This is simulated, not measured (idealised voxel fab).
process module | voxel ribs on slabs
cross-section cut | 185 nm wide | cells 5 nm
A cross-section is a grid of square cells, given in bands from the top down. A band is one or more rows of cells.
Each band's line starts with the height of the band's top and of its bottom, in nm. Then come its materials from left to right, each with its width in nm. One material with "throughout" fills the band from edge to edge. "air" is empty space.
Height 0 is the level under which the wafer as received is all one material. The lowest band goes on downwards, as in "0 down".
A width such as "30 to 40" changes by the same amount from each row of cells to the next, from the band's top row to its bottom row.
"no change" after a step means that no cell of the cross-section changed.
closed voids: empty space of 8 cells or more with no open way to the top, each as width x height at its distance from the left edge, in nm
after a step's settings: what the simulator itself notes on the step
overlay nm, on a step with a mask: how far to the right of its planned place the mask lay; to the left if negative
plan
1 op RECEIVE | material Si
2 op DIRECTIONAL_DEP | material SiO2 | thk nm 20
3 op DIRECTIONAL_DEP | material polySi | thk nm 15
4 op MASKED_ETCH | tone cover | mask id RIB | width nm 15 | etch materials polySi | depth nm 5 | overlay nm 0
5 op MASKED_ETCH | tone cover | mask id SLAB | width nm 55 | etch materials polySi | depth nm 10 | overlay nm 0
6 op FILL_DEP | material SiO2 | thk nm 20
7 op CMP | height nm 45
8 op DIRECTIONAL_DEP | material TiN | thk nm 5
9 op DIRECTIONAL_DEP | material aC | thk nm 10
10 op PATTERN | tone cover | mask id HEATER | material resist | width nm 25 | thk nm 30 | overlay nm 0
11 op DIRECTIONAL_ETCH | etch materials aC | depth nm 10
12 op STRIP | etch materials resist
13 op DIRECTIONAL_ETCH | etch materials TiN | depth nm 5
14 op STRIP | etch materials aC
15 op CONFORMAL_DEP | material SiN | thk nm 5
as received, after step 1
  0 down: Si throughout
  closed voids: none
first wafer at the end, as planned
  55 to 50: air 75 | SiN 35 | air 75
  50 to 45: SiN 80 | TiN 25 | SiN 80
  45 to 35: SiO2 throughout
  35 to 30: SiO2 85 | polySi 15 | SiO2 85
  30 to 20: SiO2 65 | polySi 55 | SiO2 65
  20 to 0: SiO2 throughout
  0 down: Si throughout
  closed voids: none
second wafer at the end: like start, like plan, one mistake
  55 to 50: air 75 | SiN 35 | air 75
  50 to 45: SiN 80 | TiN 25 | SiN 80
  45 to 30: SiO2 throughout
  30 to 20: SiO2 85 to 65 | polySi 15 to 55 | SiO2 85 to 65
  20 to 0: SiO2 throughout
  0 down: Si throughout
  closed voids: none
what went wrong: step 3 ran as: op DIRECTIONAL_DEP | material polySi | thk nm 10
at the end the second wafer has, in cells: 11 more of SiO2 | 11 fewer of polySi
